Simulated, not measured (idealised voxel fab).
Process module heading - voxel gate over fins
The cross-section shown here is cut; it is 265 nm wide and divided into square cells measuring 5 nm on a side.
Cross-section, as written here: a square-cell grid given band by band from the top down, where a band holds one or more rows of cells. Band entry format. Leading values: height of top, height of bottom, nm. Remainder: materials in left-to-right order, each with its width in nm. Special words: "full width" on a single material, which then fills the band edge to edge; "blank", empty space. The reference from which all heights are counted is 0, the level beneath which the as-received wafer is entirely one material; the lowest band, having no lower bound, proceeds downward and is written after the example "0 nm and below". With a width like "30->40", each row of cells in the band differs from the next by the same amount, the top row carrying the first number and the bottom row the second. Take "no modification" at face value: in the step it is given for, the cross-section changed in none of its cells. So "Trapped voids" is basically the list of trapped voids: any empty space of 8 cells or more that can't reach the top through an opening. They're written width x height at distance, the distance being from the left edge, and it's all nm. Step line, after settings: the simulator's comment on this step. Regarding "overlay nm": on a step with a mask, it is the distance the mask lay to the right of its planned place; a negative value places it to the left.

[Listed below are the process steps as planned]
step 1: RECEIVE (material Si)
step 2: CONFORMAL_DEP (material SiN; thk nm 5)
step 3: DIRECTIONAL_DEP (material aC; thk nm 10)
step 4: PATTERN (tone cover; mask id FINS; material resist; width nm 15; pitch nm 40; thk nm 30; overlay nm 0)
step 5: DIRECTIONAL_ETCH (etch materials aC; depth nm 10)
step 6: STRIP (etch materials resist)
step 7: DIRECTIONAL_ETCH (etch materials SiN; depth nm 5)
step 8: DIRECTIONAL_ETCH (etch materials Si; depth nm 30)
step 9: STRIP (etch materials aC)
step 10: OXIDIZE (depth nm 5)
step 11: FILL_DEP (material SiO2; thk nm 15)
step 12: CMP (height nm 5)
step 13: SELECTIVE_ETCH (etch materials SiO2; depth nm 20)
step 14: STRIP (etch materials SiN)
step 15: CONFORMAL_DEP (material HfO2; thk nm 5)
step 16: CONFORMAL_DEP (material TiN; thk nm 5)
step 17: FILL_DEP (material W; thk nm 15)
step 18: CMP (height nm 20)
step 19: CONFORMAL_DEP (material SiN; thk nm 10)

[As-received wafer cross-section (after step 1)]
0 nm and below: Si full width
Trapped voids: none

[Wafer cross-section at end of module: start and plan as shown above, one execution error]
30 nm to 20 nm: SiN full width
20 nm to 10 nm: W full width
10 nm to 5 nm: 95 nm W / 35 nm TiN / 5 nm W / 35 nm TiN / 95 nm W
5 nm to 0 nm: 95 nm W / 5 nm TiN / 25 nm HfO2 / 5 nm TiN / 5 nm W / 5 nm TiN / 25 nm HfO2 / 5 nm TiN / 95 nm W
0 nm to -20 nm: 95 nm W / 5 nm TiN / 5 nm HfO2 / 5 nm SiO2 / 5 nm Si / 5 nm SiO2 / 5 nm HfO2 / 5 nm TiN / 5 nm W / 5 nm TiN / 5 nm HfO2 / 5 nm SiO2 / 5 nm Si / 5 nm SiO2 / 5 nm HfO2 / 5 nm TiN / 95 nm W
-20 nm to -25 nm: 100 nm TiN / 5 nm HfO2 / 5 nm SiO2 / 5 nm Si / 5 nm SiO2 / 5 nm HfO2 / 15 nm TiN / 5 nm HfO2 / 5 nm SiO2 / 5 nm Si / 5 nm SiO2 / 5 nm HfO2 / 100 nm TiN
-25 nm to -30 nm: 105 nm HfO2 / 5 nm SiO2 / 5 nm Si / 5 nm SiO2 / 25 nm HfO2 / 5 nm SiO2 / 5 nm Si / 5 nm SiO2 / 105 nm HfO2
-30 nm to -35 nm: 110 nm SiO2 / 5 nm Si / 35 nm SiO2 / 5 nm Si / 110 nm SiO2
-35 nm and below: Si full width
Trapped voids: none
Deviation noted in wafer processing: step 11 ran as: FILL_DEP (material SiN; thk nm 15)
